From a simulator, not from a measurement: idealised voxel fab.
process module | voxel ribs on slabs
cross-section cut | 225 nm wide | cells 5 nm
A cross-section is a grid of square cells, given in bands from the top down. A band is one or more rows of cells.
Each band's line starts with the height of the band's top and of its bottom, in nm. Then come its materials from left to right, each with its width in nm. One material with "throughout" fills the band from edge to edge. "air" is empty space.
Height 0 is the level under which the wafer as received is all one material. The lowest band goes on downwards, as in "0 down".
A width such as "30 to 40" changes by the same amount from each row of cells to the next, from the band's top row to its bottom row.
"no change" after a step means that no cell of the cross-section changed.
closed voids: empty space of 8 cells or more with no open way to the top, each as width x height at its distance from the left edge, in nm
after a step's settings: what the simulator itself notes on the step
overlay nm, on a step with a mask: how far to the right of its planned place the mask lay; to the left if negative
plan
1 op RECEIVE | material Si
2 op DIRECTIONAL_DEP | material SiO2 | thk nm 25
3 op DIRECTIONAL_DEP | material SiN | thk nm 15
4 op DIRECTIONAL_DEP | material aC | thk nm 15
5 op PATTERN | tone cover | mask id RIB | material resist | width nm 15 | thk nm 35 | overlay nm 0
6 op DIRECTIONAL_ETCH | etch materials aC | depth nm 15
7 op STRIP | etch materials resist
8 op DIRECTIONAL_ETCH | etch materials SiN | depth nm 10
9 op STRIP | etch materials aC
10 op MASKED_ETCH | tone cover | mask id SLAB | width nm 55 | etch materials SiN | depth nm 5 | overlay nm -15
11 op FILL_DEP | material SiO2 | thk nm 20
12 op CMP | height nm 55
13 op DIRECTIONAL_DEP | material TiN | thk nm 5
14 op PATTERN | tone cover | mask id HEATER | material resist | width nm 25 | thk nm 20 | overlay nm 0
15 op DIRECTIONAL_ETCH | etch materials TiN | depth nm 5
16 op STRIP | etch materials resist
17 op CONFORMAL_DEP | material SiN | thk nm 10
varied across the wafers: overlay nm of step 10. The plan shows the first wafer's value. All wafers start alike
first wafer as received, after step 1
  0 down: Si throughout
  closed voids: none
each wafer at the end: cells of each material gained (+) or lost (-) since it was received, then its closed voids
overlay nm -15 | +111 SiN | +478 SiO2 | +5 TiN | closed voids: none
overlay nm -10 | +111 SiN | +478 SiO2 | +5 TiN | closed voids: none
overlay nm -5 | +111 SiN | +478 SiO2 | +5 TiN | closed voids: none
overlay nm 0 | +111 SiN | +478 SiO2 | +5 TiN | closed voids: none
overlay nm 5 | +111 SiN | +478 SiO2 | +5 TiN | closed voids: none
overlay nm 10 | +111 SiN | +478 SiO2 | +5 TiN | closed voids: none
overlay nm 15 | +111 SiN | +478 SiO2 | +5 TiN | closed voids: none
